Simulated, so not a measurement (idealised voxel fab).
process module | voxel local oxidation
cross-section cut | 280 nm wide | cells 5 nm
A cross-section is a grid of square cells, given in bands from the top down. A band is one or more rows of cells.
Each band's line starts with the height of the band's top and of its bottom, in nm. Then come its materials from left to right, each with its width in nm. One material with "throughout" fills the band from edge to edge. "air" is empty space.
Height 0 is the level under which the wafer as received is all one material. The lowest band goes on downwards, as in "0 down".
A width such as "30 to 40" changes by the same amount from each row of cells to the next, from the band's top row to its bottom row.
"no change" after a step means that no cell of the cross-section changed.
closed voids: empty space of 8 cells or more with no open way to the top, each as width x height at its distance from the left edge, in nm
after a step's settings: what the simulator itself notes on the step
overlay nm, on a step with a mask: how far to the right of its planned place the mask lay; to the left if negative
plan
1 op RECEIVE | material Si
2 op CONFORMAL_DEP | material SiO2 | thk nm 5
3 op CONFORMAL_DEP | material SiN | thk nm 15
4 op DIRECTIONAL_DEP | material aC | thk nm 15
5 op PATTERN | tone cover | mask id ACTIVE | material resist | width nm 115 | thk nm 30 | overlay nm 0
6 op DIRECTIONAL_ETCH | etch materials aC | depth nm 15
7 op STRIP | etch materials resist
8 op DIRECTIONAL_ETCH | etch materials SiN | depth nm 15
9 op STRIP | etch materials aC
10 op SELECTIVE_ETCH | etch materials SiO2 | depth nm 5
11 op OXIDIZE | depth nm 15
12 op STRIP | etch materials SiN
varied across the wafers: width nm of step 5. The plan shows the first wafer's value. All wafers start alike
first wafer as received, after step 1
  0 down: Si throughout
  closed voids: none
each wafer at the end: cells of each material gained (+) or lost (-) since it was received, then its closed voids
width nm 115 | -123 Si | +144 SiO2 | closed voids: none
width nm 120 | -120 Si | +142 SiO2 | closed voids: none
width nm 125 | -117 Si | +140 SiO2 | closed voids: none
width nm 130 | -114 Si | +138 SiO2 | closed voids: none
width nm 135 | -111 Si | +136 SiO2 | closed voids: none
width nm 140 | -108 Si | +134 SiO2 | closed voids: none
